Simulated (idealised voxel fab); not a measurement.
process module | voxel transistor to metal
cross-section cut | 210 nm wide | cells 5 nm
A cross-section is a grid of square cells, given in bands from the top down. A band is one or more rows of cells.
Each band's line starts with the height of the band's top and of its bottom, in nm. Then come its materials from left to right, each with its width in nm. One material with "throughout" fills the band from edge to edge. "air" is empty space.
Height 0 is the level under which the wafer as received is all one material. The lowest band goes on downwards, as in "0 down".
A width such as "30 to 40" changes by the same amount from each row of cells to the next, from the band's top row to its bottom row.
"no change" after a step means that no cell of the cross-section changed.
closed voids: empty space of 8 cells or more with no open way to the top, each as width x height at its distance from the left edge, in nm
after a step's settings: what the simulator itself notes on the step
overlay nm, on a step with a mask: how far to the right of its planned place the mask lay; to the left if negative
plan
1 op RECEIVE | material Si
2 op OXIDIZE | depth nm 5
3 op CONFORMAL_DEP | material SiN | thk nm 15
4 op PATTERN | tone cover | mask id ACTIVE | material resist | width nm 115 | thk nm 15 | overlay nm 0
5 op DIRECTIONAL_ETCH | etch materials SiN | depth nm 15
6 op DIRECTIONAL_ETCH | etch materials SiO2 | depth nm 5
7 op DIRECTIONAL_ETCH | etch materials Si | depth nm 30
8 op STRIP | etch materials resist
9 op OXIDIZE | depth nm 5
10 op FILL_DEP | material SiO2 | thk nm 10
11 op CMP | height nm 15
12 op SELECTIVE_ETCH | etch materials SiO2 | depth nm 10
13 op STRIP | etch materials SiN
14 op SELECTIVE_ETCH | etch materials SiO2 | depth nm 5
15 op OXIDIZE | depth nm 5
16 op DIRECTIONAL_DEP | material polySi | thk nm 20
17 op DIRECTIONAL_DEP | material SiCN | thk nm 15
18 op DIRECTIONAL_DEP | material aC | thk nm 10
19 op PATTERN | tone cover | mask id GATE | material resist | width nm 25 | thk nm 25 | overlay nm 0
20 op DIRECTIONAL_ETCH | etch materials aC | depth nm 10
21 op STRIP | etch materials resist
22 op DIRECTIONAL_ETCH | etch materials SiCN | depth nm 25
23 op DIRECTIONAL_ETCH | etch materials polySi | depth nm 30
24 op STRIP | etch materials aC
25 op CONFORMAL_DEP | material SiO2 | thk nm 5
26 op DIRECTIONAL_ETCH | etch materials SiO2 | depth nm 5
27 op CONFORMAL_DEP | material SiN | thk nm 5
28 op DIRECTIONAL_ETCH | etch materials SiN | depth nm 5
29 op DIRECTIONAL_ETCH | etch materials SiO2 | depth nm 5
30 op DIRECTIONAL_ETCH | etch materials Si | depth nm 5
31 op EPI | material SiGe | thk nm 10
32 op FILL_DEP | material SiO2 | thk nm 5
33 op CMP | height nm 30
34 op DIRECTIONAL_DEP | material SiO2 | thk nm 10
35 op DIRECTIONAL_DEP | material aC | thk nm 10
36 op PATTERN | tone open | mask id CONTACT | material resist | width nm 35 | pitch nm 70 | thk nm 30 | overlay nm 0
37 op DIRECTIONAL_ETCH | etch materials aC | depth nm 10
38 op STRIP | etch materials resist
39 op DIRECTIONAL_ETCH | etch materials SiO2 | depth nm 45
40 op STRIP | etch materials aC
41 op CONFORMAL_DEP | material TiN | thk nm 5
42 op FILL_DEP | material Ru | thk nm 5
43 op CMP | height nm 40
44 op DIRECTIONAL_DEP | material TiN | thk nm 5
45 op DIRECTIONAL_DEP | material W | thk nm 15
46 op MASKED_ETCH | tone cover | mask id METAL_1 | width nm 20 | pitch nm 85 | etch materials W | depth nm 15 | overlay nm 0
47 op MASKED_ETCH | tone cover | mask id METAL_1 | width nm 20 | pitch nm 85 | etch materials TiN | depth nm 5 | overlay nm 0
48 op CONFORMAL_DEP | material SiN | thk nm 5
49 op FILL_DEP | material SiO2 | thk nm 10
50 op CMP | height nm 60
51 op CONFORMAL_DEP | material SiCN | thk nm 5
52 op DIRECTIONAL_DEP | material SiO2 | thk nm 25
53 op PATTERN | tone open | mask id METAL_2 | material resist | width nm 20 | pitch nm 85 | thk nm 20 | overlay nm 0
54 op DIRECTIONAL_ETCH | etch materials SiO2 | depth nm 15
55 op STRIP | etch materials resist
56 op PATTERN | tone open | mask id METAL_2_HOLES | material resist | width nm 15 | pitch nm 85 | thk nm 20 | overlay nm 0
57 op DIRECTIONAL_ETCH | etch materials SiO2 | depth nm 10
58 op DIRECTIONAL_ETCH | etch materials SiCN | depth nm 5
59 op STRIP | etch materials resist
60 op CONFORMAL_DEP | material TiN | thk nm 5
61 op FILL_DEP | material Cu | thk nm 5
62 op CMP | height nm 90
63 op CONFORMAL_DEP | material SiN | thk nm 5
first wafer, as planned
as received, after step 1
  0 down: Si throughout
  closed voids: none
after step 2
  0 to -5: SiO2 throughout
  below -5: unchanged
after step 3
  15 to 0: SiN throughout
  below 0: unchanged
after step 4
  30 to 15: air 45 | resist 115 | air 50
  below 15: unchanged
after step 5
  30 to 15: air 45 | resist 115 | air 50
  15 to 0: air 45 | SiN 115 | air 50
  below 0: unchanged
after step 6
  30 to 15: air 45 | resist 115 | air 50
  15 to 0: air 45 | SiN 115 | air 50
  0 to -5: air 45 | SiO2 115 | air 50
  below -5: unchanged
after step 7
  30 to 15: air 45 | resist 115 | air 50
  15 to 0: air 45 | SiN 115 | air 50
  0 to -5: air 45 | SiO2 115 | air 50
  -5 to -35: air 45 | Si 115 | air 50
  below -35: unchanged
after step 8
  15 to 0: air 45 | SiN 115 | air 50
  below 0: unchanged
after step 9
  15 to 0: air 45 | SiN 115 | air 50
  0 to -5: air 45 | SiO2 115 | air 50
  -5 to -35: air 45 | SiO2 5 | Si 105 | SiO2 5 | air 50
  -35 to -40: SiO2 50 | Si 105 | SiO2 55
  below -40: unchanged
after step 10
  25 to 15: SiO2 throughout
  15 to 0: SiO2 45 | SiN 115 | SiO2 50
  0 to -5: SiO2 throughout
  -5 to -40: SiO2 50 | Si 105 | SiO2 55
  below -40: unchanged
after step 11
  15 to 0: SiO2 45 | SiN 115 | SiO2 50
  below 0: unchanged
after step 12
  15 to 5: air 45 | SiN 115 | air 50
  below 5: unchanged
after step 13
  5 to 0: SiO2 45 | air 115 | SiO2 50
  below 0: unchanged
after step 14
  0 to -5: SiO2 40 | air 125 | SiO2 45
  below -5: unchanged
after step 15
  0 to -5: SiO2 40 | air 125 | SiO2 45
  -5 to -10: SiO2 throughout
  below -10: unchanged
after step 16
  20 to 15: polySi 40 | air 125 | polySi 45
  15 to 0: polySi throughout
  0 to -5: SiO2 40 | polySi 125 | SiO2 45
  below -5: unchanged
after step 17
  35 to 30: SiCN 40 | air 125 | SiCN 45
  30 to 20: SiCN throughout
  20 to 15: polySi 40 | SiCN 125 | polySi 45
  below 15: unchanged
after step 18
  45 to 40: aC 40 | air 125 | aC 45
  40 to 35: aC throughout
  35 to 30: SiCN 40 | aC 125 | SiCN 45
  below 30: unchanged
after step 19
  70 to 45: air 90 | resist 25 | air 95
  45 to 40: aC 40 | air 50 | resist 25 | air 50 | aC 45
  below 40: unchanged
after step 20
  60 to 40: air 90 | resist 25 | air 95
  40 to 35: air 90 | aC 25 | air 95
  35 to 30: SiCN 40 | air 50 | aC 25 | air 50 | SiCN 45
  below 30: unchanged
after step 21
  40 to 35: air 90 | aC 25 | air 95
  below 35: unchanged
after step 22
  40 to 30: air 90 | aC 25 | air 95
  30 to 20: air 90 | SiCN 25 | air 95
  20 to 15: polySi 40 | air 50 | SiCN 25 | air 50 | polySi 45
  below 15: unchanged
after step 23
  40 to 30: air 90 | aC 25 | air 95
  30 to 15: air 90 | SiCN 25 | air 95
  15 to 0: air 90 | polySi 25 | air 95
  0 to -5: SiO2 40 | air 50 | polySi 25 | air 50 | SiO2 45
  below -5: unchanged
after step 24
  30 to 15: air 90 | SiCN 25 | air 95
  below 15: unchanged
after step 25
  35 to 30: air 85 | SiO2 35 | air 90
  30 to 15: air 85 | SiO2 5 | SiCN 25 | SiO2 5 | air 90
  15 to 5: air 85 | SiO2 5 | polySi 25 | SiO2 5 | air 90
  5 to 0: SiO2 45 | air 40 | SiO2 5 | polySi 25 | SiO2 5 | air 40 | SiO2 50
  0 to -5: SiO2 90 | polySi 25 | SiO2 95
  below -5: unchanged
after step 26
  30 to 15: air 85 | SiO2 5 | SiCN 25 | SiO2 5 | air 90
  15 to 0: air 85 | SiO2 5 | polySi 25 | SiO2 5 | air 90
  0 to -5: SiO2 45 | air 40 | SiO2 5 | polySi 25 | SiO2 5 | air 40 | SiO2 50
  below -5: unchanged
after step 27
  35 to 30: air 80 | SiN 45 | air 85
  30 to 15: air 80 | SiN 5 | SiO2 5 | SiCN 25 | SiO2 5 | SiN 5 | air 85
  15 to 5: air 80 | SiN 5 | SiO2 5 | polySi 25 | SiO2 5 | SiN 5 | air 85
  5 to 0: SiN 50 | air 30 | SiN 5 | SiO2 5 | polySi 25 | SiO2 5 | SiN 5 | air 30 | SiN 55
  0 to -5: SiO2 45 | SiN 40 | SiO2 5 | polySi 25 | SiO2 5 | SiN 40 | SiO2 50
  below -5: unchanged
after step 28
  30 to 15: air 80 | SiN 5 | SiO2 5 | SiCN 25 | SiO2 5 | SiN 5 | air 85
  15 to 0: air 80 | SiN 5 | SiO2 5 | polySi 25 | SiO2 5 | SiN 5 | air 85
  0 to -5: SiO2 45 | SiN 5 | air 30 | SiN 5 | SiO2 5 | polySi 25 | SiO2 5 | SiN 5 | air 30 | SiN 5 | SiO2 50
  below -5: unchanged
after step 29
  30 to 25: air 80 | SiN 5 | air 5 | SiCN 25 | air 5 | SiN 5 | air 85
  25 to 15: air 80 | SiN 5 | SiO2 5 | SiCN 25 | SiO2 5 | SiN 5 | air 85
  15 to 0: air 80 | SiN 5 | SiO2 5 | polySi 25 | SiO2 5 | SiN 5 | air 85
  0 to -5: air 45 | SiN 5 | air 30 | SiN 5 | SiO2 5 | polySi 25 | SiO2 5 | SiN 5 | air 30 | SiN 5 | air 50
  -5 to -10: SiO2 50 | air 30 | SiO2 45 | air 30 | SiO2 55
  below -10: unchanged
after step 30
  30 to 25: air 80 | SiN 5 | air 5 | SiCN 25 | air 5 | SiN 5 | air 85
  25 to 15: air 80 | SiN 5 | SiO2 5 | SiCN 25 | SiO2 5 | SiN 5 | air 85
  15 to 0: air 80 | SiN 5 | SiO2 5 | polySi 25 | SiO2 5 | SiN 5 | air 85
  0 to -5: air 45 | SiN 5 | air 30 | SiN 5 | SiO2 5 | polySi 25 | SiO2 5 | SiN 5 | air 30 | SiN 5 | air 50
  -5 to -10: SiO2 50 | air 30 | SiO2 45 | air 30 | SiO2 55
  -10 to -15: SiO2 50 | air 30 | Si 45 | air 30 | SiO2 55
  below -15: unchanged
after step 31
  30 to 25: air 80 | SiN 5 | air 5 | SiCN 25 | air 5 | SiN 5 | air 85
  25 to 15: air 80 | SiN 5 | SiO2 5 | SiCN 25 | SiO2 5 | SiN 5 | air 85
  15 to 0: air 80 | SiN 5 | SiO2 5 | polySi 25 | SiO2 5 | SiN 5 | air 85
  0 to -5: air 45 | SiN 5 | air 20 | SiGe 10 | SiN 5 | SiO2 5 | polySi 25 | SiO2 5 | SiN 5 | SiGe 10 | air 20 | SiN 5 | air 50
  -5 to -10: SiO2 50 | SiGe 30 | SiO2 45 | SiGe 30 | SiO2 55
  -10 to -15: SiO2 50 | SiGe 30 | Si 45 | SiGe 30 | SiO2 55
  below -15: unchanged
after step 32
  35 to 30: SiO2 throughout
  30 to 15: SiO2 80 | SiN 5 | SiO2 5 | SiCN 25 | SiO2 5 | SiN 5 | SiO2 85
  15 to 0: SiO2 80 | SiN 5 | SiO2 5 | polySi 25 | SiO2 5 | SiN 5 | SiO2 85
  0 to -5: SiO2 45 | SiN 5 | SiO2 20 | SiGe 10 | SiN 5 | SiO2 5 | polySi 25 | SiO2 5 | SiN 5 | SiGe 10 | SiO2 20 | SiN 5 | SiO2 50
  below -5: unchanged
after step 33
  30 to 15: SiO2 80 | SiN 5 | SiO2 5 | SiCN 25 | SiO2 5 | SiN 5 | SiO2 85
  below 15: unchanged
after step 34
  40 to 30: SiO2 throughout
  below 30: unchanged
after step 35
  50 to 40: aC throughout
  below 40: unchanged
after step 36
  80 to 50: resist 50 | air 35 | resist 35 | air 35 | resist 55
  below 50: unchanged
after step 37
  70 to 50: resist 50 | air 35 | resist 35 | air 35 | resist 55
  50 to 40: aC 50 | air 35 | aC 35 | air 35 | aC 55
  below 40: unchanged
after step 38
  50 to 40: aC 50 | air 35 | aC 35 | air 35 | aC 55
  below 40: unchanged
after step 39
  50 to 40: aC 50 | air 35 | aC 35 | air 35 | aC 55
  40 to 30: SiO2 50 | air 35 | SiO2 35 | air 35 | SiO2 55
  30 to 15: SiO2 50 | air 30 | SiN 5 | SiO2 5 | SiCN 25 | SiO2 5 | SiN 5 | air 30 | SiO2 55
  15 to 0: SiO2 50 | air 30 | SiN 5 | SiO2 5 | polySi 25 | SiO2 5 | SiN 5 | air 30 | SiO2 55
  0 to -5: SiO2 45 | SiN 5 | air 20 | SiGe 10 | SiN 5 | SiO2 5 | polySi 25 | SiO2 5 | SiN 5 | SiGe 10 | air 20 | SiN 5 | SiO2 50
  below -5: unchanged
after step 40
  40 to 30: SiO2 50 | air 35 | SiO2 35 | air 35 | SiO2 55
  below 30: unchanged
after step 41
  45 to 40: TiN 55 | air 25 | TiN 45 | air 25 | TiN 60
  40 to 30: SiO2 50 | TiN 5 | air 25 to 20 | TiN 5 to 10 | SiO2 35 | TiN 5 to 10 | air 25 to 20 | TiN 5 | SiO2 55
  30 to 15: SiO2 50 | TiN 5 | air 20 | TiN 5 | SiN 5 | SiO2 5 | SiCN 25 | SiO2 5 | SiN 5 | TiN 5 | air 20 | TiN 5 | SiO2 55
  15 to 5: SiO2 50 | TiN 5 | air 20 | TiN 5 | SiN 5 | SiO2 5 | polySi 25 | SiO2 5 | SiN 5 | TiN 5 | air 20 | TiN 5 | SiO2 55
  5 to 0: SiO2 50 | TiN 5 | air 10 | TiN 15 | SiN 5 | SiO2 5 | polySi 25 | SiO2 5 | SiN 5 | TiN 15 | air 10 | TiN 5 | SiO2 55
  0 to -5: SiO2 45 | SiN 5 | TiN 20 | SiGe 10 | SiN 5 | SiO2 5 | polySi 25 | SiO2 5 | SiN 5 | SiGe 10 | TiN 20 | SiN 5 | SiO2 50
  below -5: unchanged
after step 42
  50 to 45: Ru throughout
  45 to 40: TiN 55 | Ru 25 | TiN 45 | Ru 25 | TiN 60
  40 to 30: SiO2 50 | TiN 5 | Ru 25 to 20 | TiN 5 to 10 | SiO2 35 | TiN 5 to 10 | Ru 25 to 20 | TiN 5 | SiO2 55
  30 to 15: SiO2 50 | TiN 5 | Ru 20 | TiN 5 | SiN 5 | SiO2 5 | SiCN 25 | SiO2 5 | SiN 5 | TiN 5 | Ru 20 | TiN 5 | SiO2 55
  15 to 5: SiO2 50 | TiN 5 | Ru 20 | TiN 5 | SiN 5 | SiO2 5 | polySi 25 | SiO2 5 | SiN 5 | TiN 5 | Ru 20 | TiN 5 | SiO2 55
  5 to 0: SiO2 50 | TiN 5 | Ru 10 | TiN 15 | SiN 5 | SiO2 5 | polySi 25 | SiO2 5 | SiN 5 | TiN 15 | Ru 10 | TiN 5 | SiO2 55
  below 0: unchanged
after step 43
  40 to 30: SiO2 50 | TiN 5 | Ru 25 to 20 | TiN 5 to 10 | SiO2 35 | TiN 5 to 10 | Ru 25 to 20 | TiN 5 | SiO2 55
  below 30: unchanged
after step 44
  45 to 40: TiN throughout
  below 40: unchanged
after step 45
  60 to 45: W throughout
  below 45: unchanged
after step 46
  60 to 45: air 50 | W 20 | air 65 | W 20 | air 55
  below 45: unchanged
after step 47
  60 to 45: air 50 | W 20 | air 65 | W 20 | air 55
  45 to 40: air 50 | TiN 20 | air 65 | TiN 20 | air 55
  below 40: unchanged
after step 48
  65 to 60: air 45 | SiN 30 | air 55 | SiN 30 | air 50
  60 to 45: air 45 | SiN 5 | W 20 | SiN 5 | air 55 | SiN 5 | W 20 | SiN 5 | air 50
  45 to 40: SiN 50 | TiN 20 | SiN 65 | TiN 20 | SiN 55
  below 40: unchanged
after step 49
  75 to 65: SiO2 throughout
  65 to 60: SiO2 45 | SiN 30 | SiO2 55 | SiN 30 | SiO2 50
  60 to 45: SiO2 45 | SiN 5 | W 20 | SiN 5 | SiO2 55 | SiN 5 | W 20 | SiN 5 | SiO2 50
  below 45: unchanged
after step 50
  60 to 45: SiO2 45 | SiN 5 | W 20 | SiN 5 | SiO2 55 | SiN 5 | W 20 | SiN 5 | SiO2 50
  below 45: unchanged
after step 51
  65 to 60: SiCN throughout
  below 60: unchanged
after step 52
  90 to 65: SiO2 throughout
  below 65: unchanged
after step 53
  110 to 90: resist 50 | air 20 | resist 65 | air 20 | resist 55
  below 90: unchanged
after step 54
  110 to 90: resist 50 | air 20 | resist 65 | air 20 | resist 55
  90 to 75: SiO2 50 | air 20 | SiO2 65 | air 20 | SiO2 55
  below 75: unchanged
after step 55
  90 to 75: SiO2 50 | air 20 | SiO2 65 | air 20 | SiO2 55
  below 75: unchanged
after step 56
  110 to 90: resist 50 | air 15 | resist 70 | air 15 | resist 60
  90 to 75: SiO2 50 | air 15 | resist 5 | SiO2 65 | air 15 | resist 5 | SiO2 55
  below 75: unchanged
after step 57
  110 to 90: resist 50 | air 15 | resist 70 | air 15 | resist 60
  90 to 75: SiO2 50 | air 15 | resist 5 | SiO2 65 | air 15 | resist 5 | SiO2 55
  75 to 65: SiO2 50 | air 15 | SiO2 70 | air 15 | SiO2 60
  below 65: unchanged
after step 58
  110 to 90: resist 50 | air 15 | resist 70 | air 15 | resist 60
  90 to 75: SiO2 50 | air 15 | resist 5 | SiO2 65 | air 15 | resist 5 | SiO2 55
  75 to 65: SiO2 50 | air 15 | SiO2 70 | air 15 | SiO2 60
  65 to 60: SiCN 50 | air 15 | SiCN 70 | air 15 | SiCN 60
  below 60: unchanged
after step 59
  90 to 75: SiO2 50 | air 20 | SiO2 65 | air 20 | SiO2 55
  below 75: unchanged
after step 60
  95 to 90: TiN 55 | air 10 | TiN 75 | air 10 | TiN 60
  90 to 80: SiO2 50 | TiN 5 | air 10 | TiN 5 | SiO2 65 | TiN 5 | air 10 | TiN 5 | SiO2 55
  80 to 75: SiO2 50 | TiN 5 | air 5 | TiN 10 | SiO2 65 | TiN 5 | air 5 | TiN 10 | SiO2 55
  75 to 65: SiO2 50 | TiN 5 | air 5 | TiN 5 | SiO2 70 | TiN 5 | air 5 | TiN 5 | SiO2 60
  65 to 60: SiCN 50 | TiN 15 | SiCN 70 | TiN 15 | SiCN 60
  below 60: unchanged
after step 61
  100 to 95: Cu throughout
  95 to 90: TiN 55 | Cu 10 | TiN 75 | Cu 10 | TiN 60
  90 to 80: SiO2 50 | TiN 5 | Cu 10 | TiN 5 | SiO2 65 | TiN 5 | Cu 10 | TiN 5 | SiO2 55
  80 to 75: SiO2 50 | TiN 5 | Cu 5 | TiN 10 | SiO2 65 | TiN 5 | Cu 5 | TiN 10 | SiO2 55
  75 to 65: SiO2 50 | TiN 5 | Cu 5 | TiN 5 | SiO2 70 | TiN 5 | Cu 5 | TiN 5 | SiO2 60
  below 65: unchanged
after step 62
  90 to 80: SiO2 50 | TiN 5 | Cu 10 | TiN 5 | SiO2 65 | TiN 5 | Cu 10 | TiN 5 | SiO2 55
  below 80: unchanged
after step 63
  95 to 90: SiN throughout
  below 90: unchanged
second wafer: like start, like plan, one mistake. Through step 24 it matches the first wafer
when step 25 should have ended: no change
when step 26 should have ended
  30 to 15: air 90 | SiCN 25 | air 95
  15 to -5: air 90 | polySi 25 | air 95
  -5 to -10: SiO2 40 | air 50 | SiO2 25 | air 50 | SiO2 45
  below -10: unchanged
when step 27 should have ended
  35 to 30: air 85 | SiN 35 | air 90
  30 to 15: air 85 | SiN 5 | SiCN 25 | SiN 5 | air 90
  15 to 0: air 85 | SiN 5 | polySi 25 | SiN 5 | air 90
  0 to -5: SiN 45 | air 40 | SiN 5 | polySi 25 | SiN 5 | air 40 | SiN 50
  -5 to -10: SiO2 40 | SiN 50 | SiO2 25 | SiN 50 | SiO2 45
  below -10: unchanged
when step 28 should have ended
  30 to 15: air 85 | SiN 5 | SiCN 25 | SiN 5 | air 90
  15 to -5: air 85 | SiN 5 | polySi 25 | SiN 5 | air 90
  -5 to -10: SiO2 40 | SiN 5 | air 40 | SiN 5 | SiO2 25 | SiN 5 | air 40 | SiN 5 | SiO2 45
  below -10: unchanged
when step 29 should have ended
  30 to 15: air 85 | SiN 5 | SiCN 25 | SiN 5 | air 90
  15 to -5: air 85 | SiN 5 | polySi 25 | SiN 5 | air 90
  -5 to -10: air 40 | SiN 5 | air 40 | SiN 5 | SiO2 25 | SiN 5 | air 40 | SiN 5 | air 45
  -10 to -15: SiO2 45 | air 5 | Si 105 | air 5 | SiO2 50
  below -15: unchanged
when step 30 should have ended
  30 to 15: air 85 | SiN 5 | SiCN 25 | SiN 5 | air 90
  15 to -5: air 85 | SiN 5 | polySi 25 | SiN 5 | air 90
  -5 to -10: air 40 | SiN 5 | air 40 | SiN 5 | SiO2 25 | SiN 5 | air 40 | SiN 5 | air 45
  -10 to -15: SiO2 45 | air 40 | Si 35 | air 40 | SiO2 50
  below -15: unchanged
when step 31 should have ended
  30 to 15: air 85 | SiN 5 | SiCN 25 | SiN 5 | air 90
  15 to 0: air 85 | SiN 5 | polySi 25 | SiN 5 | air 90
  0 to -5: air 75 | SiGe 10 | SiN 5 | polySi 25 | SiN 5 | SiGe 10 | air 80
  -5 to -10: air 40 | SiN 5 | SiGe 40 | SiN 5 | SiO2 25 | SiN 5 | SiGe 40 | SiN 5 | air 45
  -10 to -15: SiO2 45 | SiGe 40 | Si 35 | SiGe 40 | SiO2 50
  below -15: unchanged
when step 32 should have ended
  35 to 30: SiO2 throughout
  30 to 15: SiO2 85 | SiN 5 | SiCN 25 | SiN 5 | SiO2 90
  15 to 0: SiO2 85 | SiN 5 | polySi 25 | SiN 5 | SiO2 90
  0 to -5: SiO2 75 | SiGe 10 | SiN 5 | polySi 25 | SiN 5 | SiGe 10 | SiO2 80
  -5 to -10: SiO2 40 | SiN 5 | SiGe 40 | SiN 5 | SiO2 25 | SiN 5 | SiGe 40 | SiN 5 | SiO2 45
  below -10: unchanged
when step 33 should have ended
  30 to 15: SiO2 85 | SiN 5 | SiCN 25 | SiN 5 | SiO2 90
  below 15: unchanged
when step 34 should have ended
  40 to 30: SiO2 throughout
  below 30: unchanged
when step 35 should have ended
  50 to 40: aC throughout
  below 40: unchanged
when step 36 should have ended
  80 to 50: resist 50 | air 35 | resist 35 | air 35 | resist 55
  below 50: unchanged
when step 37 should have ended
  70 to 50: resist 50 | air 35 | resist 35 | air 35 | resist 55
  50 to 40: aC 50 | air 35 | aC 35 | air 35 | aC 55
  below 40: unchanged
when step 38 should have ended
  50 to 40: aC 50 | air 35 | aC 35 | air 35 | aC 55
  below 40: unchanged
when step 39 should have ended
  50 to 40: aC 50 | air 35 | aC 35 | air 35 | aC 55
  40 to 30: SiO2 50 | air 35 | SiO2 35 | air 35 | SiO2 55
  30 to 15: SiO2 50 | air 35 | SiN 5 | SiCN 25 | SiN 5 | air 35 | SiO2 55
  15 to 0: SiO2 50 | air 35 | SiN 5 | polySi 25 | SiN 5 | air 35 | SiO2 55
  0 to -5: SiO2 50 | air 25 | SiGe 10 | SiN 5 | polySi 25 | SiN 5 | SiGe 10 | air 25 | SiO2 55
  below -5: unchanged
when step 40 should have ended
  40 to 30: SiO2 50 | air 35 | SiO2 35 | air 35 | SiO2 55
  below 30: unchanged
when step 41 should have ended
  45 to 40: TiN 55 | air 25 | TiN 45 | air 25 | TiN 60
  40 to 30: SiO2 50 | TiN 5 | air 25 | TiN 5 | SiO2 35 | TiN 5 | air 25 | TiN 5 | SiO2 55
  30 to 15: SiO2 50 | TiN 5 | air 25 | TiN 5 | SiN 5 | SiCN 25 | SiN 5 | TiN 5 | air 25 | TiN 5 | SiO2 55
  15 to 5: SiO2 50 | TiN 5 | air 25 | TiN 5 | SiN 5 | polySi 25 | SiN 5 | TiN 5 | air 25 | TiN 5 | SiO2 55
  5 to 0: SiO2 50 | TiN 5 | air 15 | TiN 15 | SiN 5 | polySi 25 | SiN 5 | TiN 15 | air 15 | TiN 5 | SiO2 55
  0 to -5: SiO2 50 | TiN 25 | SiGe 10 | SiN 5 | polySi 25 | SiN 5 | SiGe 10 | TiN 25 | SiO2 55
  below -5: unchanged
when step 42 should have ended
  50 to 45: Ru throughout
  45 to 40: TiN 55 | Ru 25 | TiN 45 | Ru 25 | TiN 60
  40 to 30: SiO2 50 | TiN 5 | Ru 25 | TiN 5 | SiO2 35 | TiN 5 | Ru 25 | TiN 5 | SiO2 55
  30 to 15: SiO2 50 | TiN 5 | Ru 25 | TiN 5 | SiN 5 | SiCN 25 | SiN 5 | TiN 5 | Ru 25 | TiN 5 | SiO2 55
  15 to 5: SiO2 50 | TiN 5 | Ru 25 | TiN 5 | SiN 5 | polySi 25 | SiN 5 | TiN 5 | Ru 25 | TiN 5 | SiO2 55
  5 to 0: SiO2 50 | TiN 5 | Ru 15 | TiN 15 | SiN 5 | polySi 25 | SiN 5 | TiN 15 | Ru 15 | TiN 5 | SiO2 55
  below 0: unchanged
when step 43 should have ended
  40 to 30: SiO2 50 | TiN 5 | Ru 25 | TiN 5 | SiO2 35 | TiN 5 | Ru 25 | TiN 5 | SiO2 55
  below 30: unchanged
when step 44 should have ended
  45 to 40: TiN throughout
  below 40: unchanged
when step 45 should have ended
  60 to 45: W throughout
  below 45: unchanged
when step 46 should have ended
  60 to 45: air 50 | W 20 | air 65 | W 20 | air 55
  below 45: unchanged
when step 47 should have ended
  60 to 45: air 50 | W 20 | air 65 | W 20 | air 55
  45 to 40: air 50 | TiN 20 | air 65 | TiN 20 | air 55
  below 40: unchanged
when step 48 should have ended
  65 to 60: air 45 | SiN 30 | air 55 | SiN 30 | air 50
  60 to 45: air 45 | SiN 5 | W 20 | SiN 5 | air 55 | SiN 5 | W 20 | SiN 5 | air 50
  45 to 40: SiN 50 | TiN 20 | SiN 65 | TiN 20 | SiN 55
  below 40: unchanged
when step 49 should have ended
  75 to 65: SiO2 throughout
  65 to 60: SiO2 45 | SiN 30 | SiO2 55 | SiN 30 | SiO2 50
  60 to 45: SiO2 45 | SiN 5 | W 20 | SiN 5 | SiO2 55 | SiN 5 | W 20 | SiN 5 | SiO2 50
  below 45: unchanged
when step 50 should have ended
  60 to 45: SiO2 45 | SiN 5 | W 20 | SiN 5 | SiO2 55 | SiN 5 | W 20 | SiN 5 | SiO2 50
  below 45: unchanged
when step 51 should have ended
  65 to 60: SiCN throughout
  below 60: unchanged
when step 52 should have ended
  90 to 65: SiO2 throughout
  below 65: unchanged
when step 53 should have ended
  110 to 90: resist 50 | air 20 | resist 65 | air 20 | resist 55
  below 90: unchanged
when step 54 should have ended
  110 to 90: resist 50 | air 20 | resist 65 | air 20 | resist 55
  90 to 75: SiO2 50 | air 20 | SiO2 65 | air 20 | SiO2 55
  below 75: unchanged
when step 55 should have ended
  90 to 75: SiO2 50 | air 20 | SiO2 65 | air 20 | SiO2 55
  below 75: unchanged
when step 56 should have ended
  110 to 90: resist 50 | air 15 | resist 70 | air 15 | resist 60
  90 to 75: SiO2 50 | air 15 | resist 5 | SiO2 65 | air 15 | resist 5 | SiO2 55
  below 75: unchanged
when step 57 should have ended
  110 to 90: resist 50 | air 15 | resist 70 | air 15 | resist 60
  90 to 75: SiO2 50 | air 15 | resist 5 | SiO2 65 | air 15 | resist 5 | SiO2 55
  75 to 65: SiO2 50 | air 15 | SiO2 70 | air 15 | SiO2 60
  below 65: unchanged
when step 58 should have ended
  110 to 90: resist 50 | air 15 | resist 70 | air 15 | resist 60
  90 to 75: SiO2 50 | air 15 | resist 5 | SiO2 65 | air 15 | resist 5 | SiO2 55
  75 to 65: SiO2 50 | air 15 | SiO2 70 | air 15 | SiO2 60
  65 to 60: SiCN 50 | air 15 | SiCN 70 | air 15 | SiCN 60
  below 60: unchanged
when step 59 should have ended
  90 to 75: SiO2 50 | air 20 | SiO2 65 | air 20 | SiO2 55
  below 75: unchanged
when step 60 should have ended
  95 to 90: TiN 55 | air 10 | TiN 75 | air 10 | TiN 60
  90 to 80: SiO2 50 | TiN 5 | air 10 | TiN 5 | SiO2 65 | TiN 5 | air 10 | TiN 5 | SiO2 55
  80 to 75: SiO2 50 | TiN 5 | air 5 | TiN 10 | SiO2 65 | TiN 5 | air 5 | TiN 10 | SiO2 55
  75 to 65: SiO2 50 | TiN 5 | air 5 | TiN 5 | SiO2 70 | TiN 5 | air 5 | TiN 5 | SiO2 60
  65 to 60: SiCN 50 | TiN 15 | SiCN 70 | TiN 15 | SiCN 60
  below 60: unchanged
when step 61 should have ended
  100 to 95: Cu throughout
  95 to 90: TiN 55 | Cu 10 | TiN 75 | Cu 10 | TiN 60
  90 to 80: SiO2 50 | TiN 5 | Cu 10 | TiN 5 | SiO2 65 | TiN 5 | Cu 10 | TiN 5 | SiO2 55
  80 to 75: SiO2 50 | TiN 5 | Cu 5 | TiN 10 | SiO2 65 | TiN 5 | Cu 5 | TiN 10 | SiO2 55
  75 to 65: SiO2 50 | TiN 5 | Cu 5 | TiN 5 | SiO2 70 | TiN 5 | Cu 5 | TiN 5 | SiO2 60
  below 65: unchanged
when step 62 should have ended
  90 to 80: SiO2 50 | TiN 5 | Cu 10 | TiN 5 | SiO2 65 | TiN 5 | Cu 10 | TiN 5 | SiO2 55
  below 80: unchanged
when step 63 should have ended
  95 to 90: SiN throughout
  below 90: unchanged
what went wrong: step 25 was left out
at the end the second wafer has, in cells: 14 more of Ru | 2 fewer of Si | 8 more of SiGe | 2 more of SiN | 22 fewer of SiO2
